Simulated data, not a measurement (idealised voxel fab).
process module | voxel ribs on slabs
cross-section cut | 270 nm wide | cells 5 nm
A cross-section is a grid of square cells, given in bands from the top down. A band is one or more rows of cells.
Each band's line starts with the height of the band's top and of its bottom, in nm. Then come its materials from left to right, each with its width in nm. One material with "throughout" fills the band from edge to edge. "air" is empty space.
Height 0 is the level under which the wafer as received is all one material. The lowest band goes on downwards, as in "0 down".
A width such as "30 to 40" changes by the same amount from each row of cells to the next, from the band's top row to its bottom row.
"no change" after a step means that no cell of the cross-section changed.
closed voids: empty space of 8 cells or more with no open way to the top, each as width x height at its distance from the left edge, in nm
after a step's settings: what the simulator itself notes on the step
overlay nm, on a step with a mask: how far to the right of its planned place the mask lay; to the left if negative
plan
1 op RECEIVE | material Si
2 op DIRECTIONAL_DEP | material SiO2 | thk nm 30
3 op DIRECTIONAL_DEP | material polySi | thk nm 15
4 op MASKED_ETCH | tone cover | mask id RIB | width nm 30 | etch materials polySi | depth nm 10 | overlay nm 0
5 op MASKED_ETCH | tone cover | mask id SLAB | width nm 60 | etch materials polySi | depth nm 5 | overlay nm 0
6 op FILL_DEP | material SiO2 | thk nm 25
7 op CMP | height nm 60
8 op DIRECTIONAL_DEP | material W | thk nm 10
9 op PATTERN | tone cover | mask id HEATER | material resist | width nm 40 | thk nm 20 | overlay nm 0
10 op DIRECTIONAL_ETCH | etch materials W | depth nm 10
11 op STRIP | etch materials resist
12 op CONFORMAL_DEP | material SiN | thk nm 5
as received, after step 1
  0 down: Si throughout
  closed voids: none
a wafer at the end: this start, this plan, one mistake
  75 to 70: air 110 | SiN 50 | air 110
  70 to 65: air 110 | SiN 5 | W 40 | SiN 5 | air 110
  65 to 60: SiN 115 | W 40 | SiN 115
  60 to 15: SiO2 throughout
  15 to 0: polySi throughout
  0 down: Si throughout
  closed voids: none
what went wrong: steps 2 and 3 were swapped
